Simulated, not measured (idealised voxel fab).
process module | voxel released beams
cross-section cut | 290 nm wide | cells 5 nm
A cross-section is a grid of square cells, given in bands from the top down. A band is one or more rows of cells.
Each band's line starts with the height of the band's top and of its bottom, in nm. Then come its materials from left to right, each with its width in nm. One material with "throughout" fills the band from edge to edge. "air" is empty space.
Height 0 is the level under which the wafer as received is all one material. The lowest band goes on downwards, as in "0 down".
A width such as "30 to 40" changes by the same amount from each row of cells to the next, from the band's top row to its bottom row.
"no change" after a step means that no cell of the cross-section changed.
closed voids: empty space of 8 cells or more with no open way to the top, each as width x height at its distance from the left edge, in nm
after a step's settings: what the simulator itself notes on the step
overlay nm, on a step with a mask: how far to the right of its planned place the mask lay; to the left if negative
plan
1 op RECEIVE | material Si
2 op CONFORMAL_DEP | material SiN | thk nm 10
3 op DIRECTIONAL_DEP | material SiO2 | thk nm 10
4 op PATTERN | tone open | mask id ANCHOR | material resist | width nm 25 | thk nm 15 | overlay nm 0
5 op DIRECTIONAL_ETCH | etch materials SiO2 | depth nm 10
6 op STRIP | etch materials resist
7 op CONFORMAL_DEP | material W | thk nm 10
8 op PATTERN | tone cover | mask id BEAM | material resist | width nm 75 | thk nm 15 | overlay nm 0
9 op DIRECTIONAL_ETCH | etch materials W | depth nm 10
10 op STRIP | etch materials resist
11 op STRIP | etch materials SiO2
as received, after step 1
  0 down: Si throughout
  closed voids: none
a wafer at the end: this start, this plan, one mistake
  25 to 20: air 105 | W 15 | air 5 | W 55 | air 110
  20 to 10: air 105 to 110 | W 75 to 25 | air 110 to 155
  10 to 0: SiN throughout
  0 down: Si throughout
  closed voids: none
what went wrong: step 3 ran as: op DIRECTIONAL_DEP | material SiO2 | thk nm 5
